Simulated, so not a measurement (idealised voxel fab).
process module | voxel wiring stack
cross-section cut | 240 nm wide | cells 5 nm
A cross-section is a grid of square cells, given in bands from the top down. A band is one or more rows of cells.
Each band's line starts with the height of the band's top and of its bottom, in nm. Then come its materials from left to right, each with its width in nm. One material with "throughout" fills the band from edge to edge. "air" is empty space.
Height 0 is the level under which the wafer as received is all one material. The lowest band goes on downwards, as in "0 down".
A width such as "30 to 40" changes by the same amount from each row of cells to the next, from the band's top row to its bottom row.
"no change" after a step means that no cell of the cross-section changed.
closed voids: empty space of 8 cells or more with no open way to the top, each as width x height at its distance from the left edge, in nm
after a step's settings: what the simulator itself notes on the step
overlay nm, on a step with a mask: how far to the right of its planned place the mask lay; to the left if negative
plan
1 op RECEIVE | material Si
2 op CONFORMAL_DEP | material SiO2 | thk nm 15
3 op CONFORMAL_DEP | material SiN | thk nm 5
4 op DIRECTIONAL_DEP | material SiO2 | thk nm 15
5 op PATTERN | tone open | mask id METAL_1 | material resist | width nm 30 | pitch nm 50 | thk nm 20 | overlay nm 0
6 op DIRECTIONAL_ETCH | etch materials SiO2 | depth nm 15
7 op DIRECTIONAL_ETCH | etch materials SiN | depth nm 5
8 op STRIP | etch materials resist
9 op CONFORMAL_DEP | material TiN | thk nm 5
10 op FILL_DEP | material Cu | thk nm 10
11 op CMP | height nm 35
12 op EPI | material Ru | thk nm 5
13 op FILL_DEP | material SiCN | thk nm 5
14 op DIRECTIONAL_DEP | material lowk | thk nm 25
15 op DIRECTIONAL_DEP | material aC | thk nm 15
16 op PATTERN | tone open | mask id METAL_2 | material resist | width nm 30 | pitch nm 50 | thk nm 35 | overlay nm 0
17 op DIRECTIONAL_ETCH | etch materials aC | depth nm 15
18 op STRIP | etch materials resist
19 op DIRECTIONAL_ETCH | etch materials lowk | depth nm 15
20 op STRIP | etch materials aC
21 op PATTERN | tone open | mask id METAL_2_HOLES | material resist | width nm 15 | thk nm 15 | overlay nm 0
22 op DIRECTIONAL_ETCH | etch materials lowk | depth nm 10
23 op DIRECTIONAL_ETCH | etch materials SiCN | depth nm 5
24 op STRIP | etch materials resist
25 op CONFORMAL_DEP | material TiN | thk nm 5
26 op FILL_DEP | material Ru | thk nm 10
27 op CMP | height nm 70
28 op CONFORMAL_DEP | material SiN | thk nm 5
as received, after step 1
  0 down: Si throughout
  closed voids: none
a wafer at the end: this start, this plan, one mistake
  75 to 70: SiN throughout
  70 to 60: lowk 80 | TiN 5 | Ru 20 | TiN 5 | lowk 20 | TiN 5 | Ru 20 | TiN 5 | lowk 80
  60 to 55: lowk 80 | TiN 5 | Ru 5 | TiN 20 | lowk 20 | TiN 30 | lowk 80
  55 to 45: lowk 80 | TiN 5 | Ru 5 | TiN 5 | lowk 145
  45 to 40: SiCN 80 | TiN 15 | SiCN 145
  40 to 35: Ru throughout
  35 to 25: Cu throughout
  25 to 20: TiN 85 | Cu 20 | TiN 30 | Cu 20 | TiN 85
  20 to 5: SiO2 80 | TiN 5 | Cu 20 | TiN 5 | SiO2 20 | TiN 5 | Cu 20 | TiN 5 | SiO2 80
  5 to 0: SiN 80 | TiN 30 | SiN 20 | TiN 30 | SiN 80
  0 down: Si throughout
  closed voids: none
what went wrong: step 2 was left out
